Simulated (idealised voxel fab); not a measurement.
The name of this process module is voxel ribs on slabs.
It is cross-section cut that appears here, measuring 280 nm in width, its square cells being 5 nm in size.
For the purposes of this document, a cross-section shall be understood as a grid of square cells, specified as bands listed in top-to-bottom order, each band consisting of one or more rows of cells.
First you get the band's top height and its bottom height, in nm, and then the materials it's made of, left to right, with each width in nm. If you see a single material with "full width", that one covers the band edge to edge. "air" is empty space.
Heights are reckoned from 0. Under this level, the received wafer is all of one material. The bottommost band is open-ended downward, for example "0 down".
So if you see something like "30->40" for the width, read it as the top row of the band sitting at the first number and the bottom row at the second, with every row in between moving by the same amount as the last.
Where a step carries "no alterations made", the cross-section came out of it unchanged, cell for cell.
"Enclosed cavities" means: voids of 8 cells or more that are shut off from the top with no open way through. Written width x height at distance, distance from the left edge, in nm.
Note: text after step settings on the step line = simulator remark on that step.
"overlay nm" denotes, for a step that has a mask, the displacement of the mask to the right of its planned place, with negative values corresponding to the left.

# The process steps that were planned are listed below
step 1: RECEIVE | material Si
step 2: DIRECTIONAL_DEP | material SiO2 | thk nm 25
step 3: DIRECTIONAL_DEP | material SiN | thk nm 25
step 4: DIRECTIONAL_DEP | material aC | thk nm 15
step 5: PATTERN | tone cover | mask id RIB | material resist | width nm 30 | thk nm 35 | overlay nm 0
step 6: DIRECTIONAL_ETCH | etch materials aC | depth nm 15
step 7: STRIP | etch materials resist
step 8: DIRECTIONAL_ETCH | etch materials SiN | depth nm 10
step 9: STRIP | etch materials aC
step 10: DIRECTIONAL_DEP | material aC | thk nm 10
step 11: PATTERN | tone cover | mask id SLAB | material resist | width nm 90 | thk nm 25 | overlay nm 0
step 12: DIRECTIONAL_ETCH | etch materials aC | depth nm 10
step 13: STRIP | etch materials resist
step 14: DIRECTIONAL_ETCH | etch materials SiN | depth nm 15
step 15: STRIP | etch materials aC
step 16: FILL_DEP | material SiO2 | thk nm 25
step 17: CMP | height nm 65
step 18: DIRECTIONAL_DEP | material TiN | thk nm 5
step 19: DIRECTIONAL_DEP | material aC | thk nm 15
step 20: PATTERN | tone cover | mask id HEATER | material resist | width nm 40 | thk nm 35 | overlay nm 0
step 21: DIRECTIONAL_ETCH | etch materials aC | depth nm 15
step 22: STRIP | etch materials resist
step 23: DIRECTIONAL_ETCH | etch materials TiN | depth nm 5
step 24: STRIP | etch materials aC
step 25: CONFORMAL_DEP | material SiO2 | thk nm 10

# Delivered wafer in cross-section: state after step 1
- 0 down  Si full width
- Enclosed cavities: none

# The plan above was carried out on the starting structure above with one mistake, and this cross-section shows the wafer at the end of the module
- 80 to 75  110 air, 60 SiO2, 110 air
- 75 to 70  SiO2 full width
- 70 to 65  120 SiO2, 40 TiN, 120 SiO2
- 65 to 40  SiO2 full width
- 40 to 35  95 SiN, 90 SiO2, 95 SiN
- 35 to 25  95 SiN, 30 SiO2, 30 SiN, 30 SiO2, 95 SiN
- 25 to 0  SiO2 full width
- 0 down  Si full width
- Enclosed cavities: none
Misprocessing identified: step 11, actual vs plan mismatch, actual run PATTERN | tone open | mask id SLAB | material resist | width nm 90 | thk nm 25 | overlay nm 0
